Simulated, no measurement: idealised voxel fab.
Name of the process module below: voxel ribs on slabs
The cross-section shown here is cut; it is 175 nm wide and divided into square cells measuring 5 nm on a side.
Notation: cross-section as square-cell grid; stated in bands, top first, going down; one or more cell rows per band. Band: top height; bottom height; in nm. Then, left to right: material with width in nm, for each material. "edge to edge": a single material spanning edge to edge. "empty": empty space. Counting heights begins at 0, where everything beneath is, in the wafer as received, one material. The lowest band has no bottom; it goes on downwards, as "0 down" shows. When a width is written as two numbers, as in "30..40", the first number is the width in the top row of cells of the band and the second is the width in its bottom row, and the width changes by the same amount from each row to the next. For the purposes of this document, the phrase "same as before" attached to a step denotes that no cell within the cross-section was modified by that step. Empty spaces counting at least 8 cells and having no open way to the top are listed in "closed voids". The notation width x height at distance is used for each, the distance being from the left edge and all three values in nm. Anything after a step's settings on that line? It's the simulator's own note about the step. A step line may carry the setting "overlay nm", which, for steps involving a mask, states the distance by which the mask lay to the right of its intended position; negative values denote displacement to the left.
### List of planned process steps
- 1: RECEIVE (material Si)
- 2: DIRECTIONAL_DEP (material SiO2; thk nm 20)
- 3: DIRECTIONAL_DEP (material SiN; thk nm 15)
- 4: DIRECTIONAL_DEP (material aC; thk nm 10)
- 5: PATTERN (tone cover; mask id RIB; material resist; width nm 25; thk nm 25; overlay nm 0)
- 6: DIRECTIONAL_ETCH (etch materials aC; depth nm 10)
- 7: STRIP (etch materials resist)
- 8: DIRECTIONAL_ETCH (etch materials SiN; depth nm 5)
- 9: STRIP (etch materials aC)
- 10: MASKED_ETCH (tone cover; mask id SLAB; width nm 85; etch materials SiN; depth nm 10; overlay nm 0)
- 11: FILL_DEP (material SiO2; thk nm 25)
- 12: CMP (height nm 50)
- 13: DIRECTIONAL_DEP (material W; thk nm 5)
- 14: DIRECTIONAL_DEP (material aC; thk nm 10)
- 15: PATTERN (tone cover; mask id HEATER; material resist; width nm 35; thk nm 25; overlay nm 0)
- 16: DIRECTIONAL_ETCH (etch materials aC; depth nm 10)
- 17: STRIP (etch materials resist)
- 18: DIRECTIONAL_ETCH (etch materials W; depth nm 5)
- 19: STRIP (etch materials aC)
- 20: CONFORMAL_DEP (material SiO2; thk nm 5)
### The cross-section here shows the wafer as received, i.e. in its state after step 1
	0 down = Si edge to edge
	closed voids: none
### Result of the module, cross-sectioned: start per above, plan per above, one error in how it was run
	60 to 55 = 65 empty, 45 SiO2, 65 empty
	55 to 50 = 70 SiO2, 35 W, 70 SiO2
	50 to 35 = SiO2 edge to edge
	35 to 30 = 75 SiO2, 25 SiN, 75 SiO2
	30 to 20 = 55 SiO2, 85 SiN, 35 SiO2
	20 to 0 = SiO2 edge to edge
	0 down = Si edge to edge
	closed voids: none
It is concluded that the wafer was processed incorrectly with respect to the plan, in that step 10 ran differently from the plan; actual operation with settings: MASKED_ETCH (tone cover; mask id SLAB; width nm 85; etch materials SiN; depth nm 10; overlay nm 10)
